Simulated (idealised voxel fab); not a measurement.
process module | voxel fin reveal
cross-section cut | 150 nm wide | cells 5 nm
A cross-section is a grid of square cells, given in bands from the top down. A band is one or more rows of cells.
Each band's line starts with the height of the band's top and of its bottom, in nm. Then come its materials from left to right, each with its width in nm. One material with "throughout" fills the band from edge to edge. "air" is empty space.
Height 0 is the level under which the wafer as received is all one material. The lowest band goes on downwards, as in "0 down".
A width such as "30 to 40" changes by the same amount from each row of cells to the next, from the band's top row to its bottom row.
"no change" after a step means that no cell of the cross-section changed.
closed voids: empty space of 8 cells or more with no open way to the top, each as width x height at its distance from the left edge, in nm
after a step's settings: what the simulator itself notes on the step
overlay nm, on a step with a mask: how far to the right of its planned place the mask lay; to the left if negative
plan
1 op RECEIVE | material Si
2 op CONFORMAL_DEP | material SiN | thk nm 10
3 op PATTERN | tone cover | mask id FINS | material resist | width nm 15 | pitch nm 40 | thk nm 15 | overlay nm 0
4 op DIRECTIONAL_ETCH | etch materials SiN | depth nm 10
5 op DIRECTIONAL_ETCH | etch materials Si | depth nm 30
6 op STRIP | etch materials resist
7 op FILL_DEP | material SiO2 | thk nm 5
8 op CMP | height nm 10
9 op SELECTIVE_ETCH | etch materials SiO2 | depth nm 25
10 op STRIP | etch materials SiN
11 op CONFORMAL_DEP | material HfO2 | thk nm 5
first wafer, as planned
as received, after step 1
  0 down: Si throughout
  closed voids: none
after step 2
  10 to 0: SiN throughout
  below 0: unchanged
after step 3
  25 to 10: air 25 | resist 15 | air 25 | resist 15 | air 25 | resist 15 | air 30
  below 10: unchanged
after step 4
  25 to 10: air 25 | resist 15 | air 25 | resist 15 | air 25 | resist 15 | air 30
  10 to 0: air 25 | SiN 15 | air 25 | SiN 15 | air 25 | SiN 15 | air 30
  below 0: unchanged
after step 5
  25 to 10: air 25 | resist 15 | air 25 | resist 15 | air 25 | resist 15 | air 30
  10 to 0: air 25 | SiN 15 | air 25 | SiN 15 | air 25 | SiN 15 | air 30
  0 to -30: air 25 | Si 15 | air 25 | Si 15 | air 25 | Si 15 | air 30
  below -30: unchanged
after step 6
  10 to 0: air 25 | SiN 15 | air 25 | SiN 15 | air 25 | SiN 15 | air 30
  below 0: unchanged
after step 7
  15 to 10: SiO2 throughout
  10 to 0: SiO2 25 | SiN 15 | SiO2 25 | SiN 15 | SiO2 25 | SiN 15 | SiO2 30
  0 to -30: SiO2 25 | Si 15 | SiO2 25 | Si 15 | SiO2 25 | Si 15 | SiO2 30
  below -30: unchanged
after step 8
  10 to 0: SiO2 25 | SiN 15 | SiO2 25 | SiN 15 | SiO2 25 | SiN 15 | SiO2 30
  below 0: unchanged
after step 9
  10 to 0: air 25 | SiN 15 | air 25 | SiN 15 | air 25 | SiN 15 | air 30
  0 to -15: air 25 | Si 15 | air 25 | Si 15 | air 25 | Si 15 | air 30
  below -15: unchanged
after step 10
  0 to -15: air 25 | Si 15 | air 25 | Si 15 | air 25 | Si 15 | air 30
  below -15: unchanged
after step 11
  5 to 0: air 20 | HfO2 25 | air 15 | HfO2 25 | air 15 | HfO2 25 | air 25
  0 to -10: air 20 | HfO2 5 | Si 15 | HfO2 5 | air 15 | HfO2 5 | Si 15 | HfO2 5 | air 15 | HfO2 5 | Si 15 | HfO2 5 | air 25
  -10 to -15: HfO2 25 | Si 15 | HfO2 25 | Si 15 | HfO2 25 | Si 15 | HfO2 30
  below -15: unchanged
second wafer: like start, like plan, one mistake. Through step 2 it matches the first wafer
when step 3 should have ended
  25 to 10: air 20 | resist 25 | air 15 | resist 25 | air 15 | resist 25 | air 25
  below 10: unchanged
when step 4 should have ended
  25 to 10: air 20 | resist 25 | air 15 | resist 25 | air 15 | resist 25 | air 25
  10 to 0: air 20 | SiN 25 | air 15 | SiN 25 | air 15 | SiN 25 | air 25
  below 0: unchanged
when step 5 should have ended
  25 to 10: air 20 | resist 25 | air 15 | resist 25 | air 15 | resist 25 | air 25
  10 to 0: air 20 | SiN 25 | air 15 | SiN 25 | air 15 | SiN 25 | air 25
  0 to -30: air 20 | Si 25 | air 15 | Si 25 | air 15 | Si 25 | air 25
  below -30: unchanged
when step 6 should have ended
  10 to 0: air 20 | SiN 25 | air 15 | SiN 25 | air 15 | SiN 25 | air 25
  below 0: unchanged
when step 7 should have ended
  15 to 10: SiO2 throughout
  10 to 0: SiO2 20 | SiN 25 | SiO2 15 | SiN 25 | SiO2 15 | SiN 25 | SiO2 25
  0 to -30: SiO2 20 | Si 25 | SiO2 15 | Si 25 | SiO2 15 | Si 25 | SiO2 25
  below -30: unchanged
when step 8 should have ended
  10 to 0: SiO2 20 | SiN 25 | SiO2 15 | SiN 25 | SiO2 15 | SiN 25 | SiO2 25
  below 0: unchanged
when step 9 should have ended
  10 to 0: air 20 | SiN 25 | air 15 | SiN 25 | air 15 | SiN 25 | air 25
  0 to -15: air 20 | Si 25 | air 15 | Si 25 | air 15 | Si 25 | air 25
  below -15: unchanged
when step 10 should have ended
  0 to -15: air 20 | Si 25 | air 15 | Si 25 | air 15 | Si 25 | air 25
  below -15: unchanged
when step 11 should have ended
  5 to 0: air 15 | HfO2 35 | air 5 | HfO2 35 | air 5 | HfO2 35 | air 20
  0 to -10: air 15 | HfO2 5 | Si 25 | HfO2 5 | air 5 | HfO2 5 | Si 25 | HfO2 5 | air 5 | HfO2 5 | Si 25 | HfO2 5 | air 20
  -10 to -15: HfO2 20 | Si 25 | HfO2 15 | Si 25 | HfO2 15 | Si 25 | HfO2 25
  below -15: unchanged
what went wrong: step 3 ran as: op PATTERN | tone cover | mask id FINS | material resist | width nm 25 | pitch nm 40 | thk nm 15 | overlay nm 0
at the end the second wafer has, in cells: 36 more of Si | 18 fewer of SiO2
